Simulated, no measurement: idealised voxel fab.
process module | voxel tone inversion
cross-section cut | 190 nm wide | cells 5 nm
A cross-section is a grid of square cells, given in bands from the top down. A band is one or more rows of cells.
Each band's line starts with the height of the band's top and of its bottom, in nm. Then come its materials from left to right, each with its width in nm. One material with "throughout" fills the band from edge to edge. "air" is empty space.
Height 0 is the level under which the wafer as received is all one material. The lowest band goes on downwards, as in "0 down".
A width such as "30 to 40" changes by the same amount from each row of cells to the next, from the band's top row to its bottom row.
"no change" after a step means that no cell of the cross-section changed.
closed voids: empty space of 8 cells or more with no open way to the top, each as width x height at its distance from the left edge, in nm
after a step's settings: what the simulator itself notes on the step
overlay nm, on a step with a mask: how far to the right of its planned place the mask lay; to the left if negative
plan
1 op RECEIVE | material Si
2 op CONFORMAL_DEP | material SiCN | thk nm 5
3 op DIRECTIONAL_DEP | material polySi | thk nm 25
4 op PATTERN | tone cover | mask id POSTS | material resist | width nm 25 | pitch nm 40 | thk nm 35 | overlay nm 0
5 op DIRECTIONAL_ETCH | etch materials polySi | depth nm 25
6 op STRIP | etch materials resist
7 op FILL_DEP | material lowk | thk nm 5
8 op CMP | height nm 35
9 op STRIP | etch materials polySi
10 op CONFORMAL_DEP | material TiN | thk nm 5
11 op FILL_DEP | material W | thk nm 5
12 op CMP | height nm 35
13 op CONFORMAL_DEP | material SiCN | thk nm 5
varied across the wafers: thk nm of step 2. The plan shows the first wafer's value. All wafers start alike
first wafer as received, after step 1
  0 down: Si throughout
  closed voids: none
each wafer at the end: cells of each material gained (+) or lost (-) since it was received, then its closed voids
thk nm 5 | +76 SiCN | +153 lowk | +75 polySi | closed voids: none
thk nm 10 | +114 SiCN | +39 TiN | +36 W | +115 lowk | closed voids: none
thk nm 15 | +152 SiCN | +33 TiN | +27 W | +92 lowk | closed voids: none
thk nm 20 | +190 SiCN | +27 TiN | +18 W | +69 lowk | closed voids: none
thk nm 25 | +228 SiCN | +21 TiN | +9 W | +46 lowk | closed voids: none
